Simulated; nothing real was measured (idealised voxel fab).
Process module name: voxel ribs on slabs
For reference, the cross-section in this document is cut, with width 290 nm and square cells of 5 nm.
Cross-section = grid of square cells, listed top down in bands; band = one or more rows. For a band, the entry starts with two heights in nm, that of the top and then that of the bottom, and carries on with the band's materials in order from left to right, each alongside its width in nm; the word "all across" beside a single material means it fills the band edge to edge, and "air" means empty space. Note: height 0 marks the level under which the wafer is uniformly one material as received. Lowest band unbounded below, written "0 nm and below". Width "30->40": first value at the band's top row of cells, second value at its bottom row, equal change from row to row. "all unchanged", as given for a step, is the statement that not any cell of the cross-section underwent a change during that step. Basically, "Enclosed cavity list" tells you about the enclosed voids: empty spaces with no open way to the top, 8 cells or bigger, each written width x height at distance, where distance is from the left edge, all in nm. The remark found on a step's line after its settings is issued by the simulator itself and pertains to that step. For masked steps, "overlay nm" on the step line gives how far right of plan the mask actually lay; a minus sign means it lay to the left.

So here's the lineup of process steps we planned
step 1: RECEIVE,material Si
step 2: DIRECTIONAL_DEP,material SiO2,thk nm 30
step 3: DIRECTIONAL_DEP,material polySi,thk nm 20
step 4: MASKED_ETCH,tone cover,mask id RIB,width nm 25,etch materials polySi,depth nm 5,overlay nm 0
step 5: PATTERN,tone cover,mask id SLAB,material resist,width nm 55,thk nm 15,overlay nm 0
step 6: DIRECTIONAL_ETCH,etch materials polySi,depth nm 15
step 7: STRIP,etch materials resist
step 8: FILL_DEP,material SiO2,thk nm 20
step 9: CMP,height nm 60
step 10: DIRECTIONAL_DEP,material W,thk nm 5
step 11: MASKED_ETCH,tone cover,mask id HEATER,width nm 35,etch materials W,depth nm 5,overlay nm 0
step 12: CONFORMAL_DEP,material SiN,thk nm 10

Cross-section of the wafer as it came to us, i.e., already through step 1
  0 nm and below | Si all across
  Enclosed cavity list: none

A wafer at the end: this start, this plan, one mistake
  85 nm to 80 nm | 115 air | 55 SiN | 120 air
  80 nm to 75 nm | SiN all across
  75 nm to 70 nm | 125 SiN | 35 W | 130 SiN
  70 nm to 60 nm | W all across
  60 nm to 50 nm | SiO2 all across
  50 nm to 45 nm | 130 SiO2 | 25 polySi | 135 SiO2
  45 nm to 30 nm | 115 SiO2 | 55 polySi | 120 SiO2
  30 nm to 0 nm | SiO2 all across
  0 nm and below | Si all across
  Enclosed cavity list: none
Short version of what went wrong: planned and actual differ for step 10; actual: DIRECTIONAL_DEP,material W,thk nm 15
